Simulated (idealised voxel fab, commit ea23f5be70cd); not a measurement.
Title: Process Module voxel capacitor over wiring
Cross-sectional view cut (width: 200 nm; square cell size: 5 nm).
Bands, listed from the top down, are how a cross-section gets written in this document; the cross-section itself is a grid of square cells, and a band is one or more rows of them.
This entry defines a band. It first specifies the height of the band's top and the height of its bottom in nm, and then specifies the band's materials from left to right, stating each material with its width in nm. The word "throughout" identifies a single material that fills the band from edge to edge, while the word "air" identifies empty space.
Heights are expressed relative to 0, this being the level below which the as-received wafer comprises one material exclusively. The lowest band is unbounded in the downward direction and is denoted as in "0..down".
Quick explanation for "30..40": the width changes in equal steps down the rows of cells, from the first number in the band's top row to the second number in its bottom row.
"no modification" -> step changed no cross-section cell.
The label "Trapped voids" introduces a list of the empty spaces, 8 cells or larger, that have no open way up to the top; each entry in it reads width x height at distance, where the distance is taken from the left edge and all three are stated in nm.
It should be noted that, on the line of a given step, the content following the step's settings is a remark produced by the simulator itself with respect to that step.
The setting "overlay nm" may be written on the line of a step. When the step uses a mask, the value reports how far to the right of the planned place the mask lay, and a negative value reports that it lay to the left.
### Set out below are the planned steps of the process
1. RECEIVE | material Si
2. CONFORMAL_DEP | material SiO2 | thk nm 15
3. DIRECTIONAL_DEP | material TiN | thk nm 5
4. DIRECTIONAL_DEP | material W | thk nm 25
5. MASKED_ETCH | tone cover | mask id METAL_1 | width nm 20 | pitch nm 90 | etch materials W | depth nm 25 | overlay nm 0
6. MASKED_ETCH | tone cover | mask id METAL_1 | width nm 20 | pitch nm 90 | etch materials TiN | depth nm 5 | overlay nm 0
7. FILL_DEP | material SiO2 | thk nm 10
8. CMP | height nm 45
9. CONFORMAL_DEP | material SiCN | thk nm 5
10. DIRECTIONAL_DEP | material SiO2 | thk nm 20
11. DIRECTIONAL_DEP | material aC | thk nm 10
12. PATTERN | tone open | mask id PLUG_1 | material resist | width nm 15 | thk nm 25 | overlay nm 0
13. DIRECTIONAL_ETCH | etch materials aC | depth nm 10
14. STRIP | etch materials resist
15. DIRECTIONAL_ETCH | etch materials SiO2 | depth nm 20
16. DIRECTIONAL_ETCH | etch materials SiCN | depth nm 5
17. STRIP | etch materials aC
18. CONFORMAL_DEP | material TiN | thk nm 5
19. FILL_DEP | material W | thk nm 5
20. CMP | height nm 70
21. DIRECTIONAL_DEP | material TiN | thk nm 10
22. DIRECTIONAL_DEP | material HfO2 | thk nm 5
23. DIRECTIONAL_DEP | material TiN | thk nm 5
24. DIRECTIONAL_DEP | material aC | thk nm 15
25. PATTERN | tone cover | mask id UPPER_PLATE | material resist | width nm 65 | thk nm 30 | overlay nm 0
26. DIRECTIONAL_ETCH | etch materials aC | depth nm 15
27. STRIP | etch materials resist
28. DIRECTIONAL_ETCH | etch materials TiN | depth nm 5
29. DIRECTIONAL_ETCH | etch materials HfO2 | depth nm 5
30. STRIP | etch materials aC
31. PATTERN | tone cover | mask id LOWER_PLATE | material resist | width nm 85 | thk nm 20 | overlay nm 0
32. DIRECTIONAL_ETCH | etch materials TiN | depth nm 10
33. STRIP | etch materials resist
34. FILL_DEP | material SiO2 | thk nm 20
35. CMP | height nm 105
36. DIRECTIONAL_DEP | material aC | thk nm 15
37. PATTERN | tone open | mask id PLUG_2 | material resist | width nm 15 | thk nm 35 | overlay nm 0
38. DIRECTIONAL_ETCH | etch materials aC | depth nm 15
39. STRIP | etch materials resist
40. DIRECTIONAL_ETCH | etch materials SiO2 | depth nm 15
41. STRIP | etch materials aC
42. CONFORMAL_DEP | material TiN | thk nm 5
43. FILL_DEP | material Cu | thk nm 5
44. CMP | height nm 105
45. CONFORMAL_DEP | material SiN | thk nm 5
For clarity, it should be stated that the wafers under discussion commence in an identical condition and differ with respect to the width nm of step 25, the plan indicating the value that the first wafer had.
### Step 1 complete: as-received cross-section of the first of several wafers
- 0..down = Si throughout
- Trapped voids: none
### Heads up, this table goes wafer by wafer. A row tells you, at the end of the module, how many cells of each material that wafer has put on (+) or dropped (-) since it was received, and then its closed voids
width nm 65; +2 Cu; +13 HfO2; +37 SiCN; +40 SiN; +671 SiO2; +73 TiN; +44 W; Trapped voids: none
width nm 70; +2 Cu; +14 HfO2; +37 SiCN; +40 SiN; +669 SiO2; +74 TiN; +44 W; Trapped voids: none
width nm 75; +2 Cu; +15 HfO2; +37 SiCN; +40 SiN; +667 SiO2; +75 TiN; +44 W; Trapped voids: none
width nm 80; +2 Cu; +16 HfO2; +37 SiCN; +40 SiN; +665 SiO2; +76 TiN; +44 W; Trapped voids: none
width nm 85; +2 Cu; +17 HfO2; +37 SiCN; +40 SiN; +663 SiO2; +77 TiN; +44 W; Trapped voids: none
width nm 90; +2 Cu; +18 HfO2; +37 SiCN; +40 SiN; +660 SiO2; +79 TiN; +44 W; Trapped voids: none
